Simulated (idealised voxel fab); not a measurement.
You're looking at the process module voxel self aligned vias.
In the cross-section labelled cut, the width is 200 nm and each square cell is 5 nm.
Square cells in a grid make up a cross-section in this document, and the grid is given as bands, listed from the top down, each one or more rows of cells. In this notation a band is specified by the heights of its top and bottom, in that order and in nm, after which its materials appear from left to right, each paired with its width in nm. The word "everywhere" attached to a single material means that material fills the band from edge to edge; the word "blank" stands for empty space. Heights are expressed relative to 0, this being the level below which the as-received wafer comprises one material exclusively. The lowest band is unbounded in the downward direction and is denoted as in "0 down". Graded width ("30..40"): value in top row of band = first number; value in bottom row = second number; row-to-row change constant. Given "no modifications" for a step, no cell of the cross-section differs between before and after that step. What "Closed cavity list" gives you is every empty space of 8 cells or more that is cut off from the top. Each appears as width x height at distance, with the distance taken from the left edge and width, height and distance all in nm. On a step's line, text after the settings is the simulator commenting on that step. Steps that use a mask can have "overlay nm" on their line. It says how far the mask sat to the right of where it was meant to be. Negative means to the left.

So here's the lineup of process steps we planned
1) RECEIVE | material Si
2) CONFORMAL_DEP | material SiO2 | thk nm 15
3) CONFORMAL_DEP | material SiCN | thk nm 5
4) DIRECTIONAL_DEP | material SiO2 | thk nm 20
5) DIRECTIONAL_DEP | material aC | thk nm 10
6) PATTERN | tone open | mask id LINES | material resist | width nm 20 | pitch nm 70 | thk nm 25 | overlay nm 0
7) DIRECTIONAL_ETCH | etch materials aC | depth nm 10
8) STRIP | etch materials resist
9) DIRECTIONAL_ETCH | etch materials SiO2 | depth nm 20
10) STRIP | etch materials aC
11) CONFORMAL_DEP | material TiN | thk nm 5
12) FILL_DEP | material Ru | thk nm 10
13) CMP | height nm 40
14) SELECTIVE_ETCH | etch materials W Ru TiN | depth nm 5
15) FILL_DEP | material SiN | thk nm 10
16) CMP | height nm 40
17) DIRECTIONAL_DEP | material SiO2 | thk nm 15
18) MASKED_ETCH | tone open | mask id VIAS | width nm 40 | etch materials SiO2 | depth nm 15 | overlay nm 0
19) MASKED_ETCH | tone open | mask id VIAS | width nm 40 | etch materials SiN | depth nm 5 | overlay nm 0
20) CONFORMAL_DEP | material TiN | thk nm 5
21) FILL_DEP | material Cu | thk nm 10
22) CMP | height nm 55
23) CONFORMAL_DEP | material SiCN | thk nm 5

Cross-section: wafer on arrival = after step 1
* 0 down: Si everywhere
* Closed cavity list: none

The following cross-section depicts the wafer upon conclusion of the module. Processing commenced from the starting condition illustrated above and adhered to the plan illustrated above, save for one mistake in execution
* 60 to 55: SiCN everywhere
* 55 to 45: 40 nm SiO2, 5 nm TiN, 40 nm Cu, 5 nm TiN, 110 nm SiO2
* 45 to 40: 40 nm SiO2, 20 nm TiN, 10 nm Cu, 20 nm TiN, 110 nm SiO2
* 40 to 35: 55 nm SiO2, 20 nm TiN, 50 nm SiO2, 20 nm SiN, 55 nm SiO2
* 35 to 25: 55 nm SiO2, 5 nm TiN, 10 nm Ru, 5 nm TiN, 50 nm SiO2, 5 nm TiN, 10 nm Ru, 5 nm TiN, 55 nm SiO2
* 25 to 20: 55 nm SiO2, 20 nm TiN, 50 nm SiO2, 20 nm TiN, 55 nm SiO2
* 20 to 15: SiCN everywhere
* 15 to 0: SiO2 everywhere
* 0 down: Si everywhere
* Closed cavity list: none
Diagnosis: step 18 went in with a setting other than planned; the actual run was MASKED_ETCH | tone open | mask id VIAS | width nm 50 | etch materials SiO2 | depth nm 15 | overlay nm 0
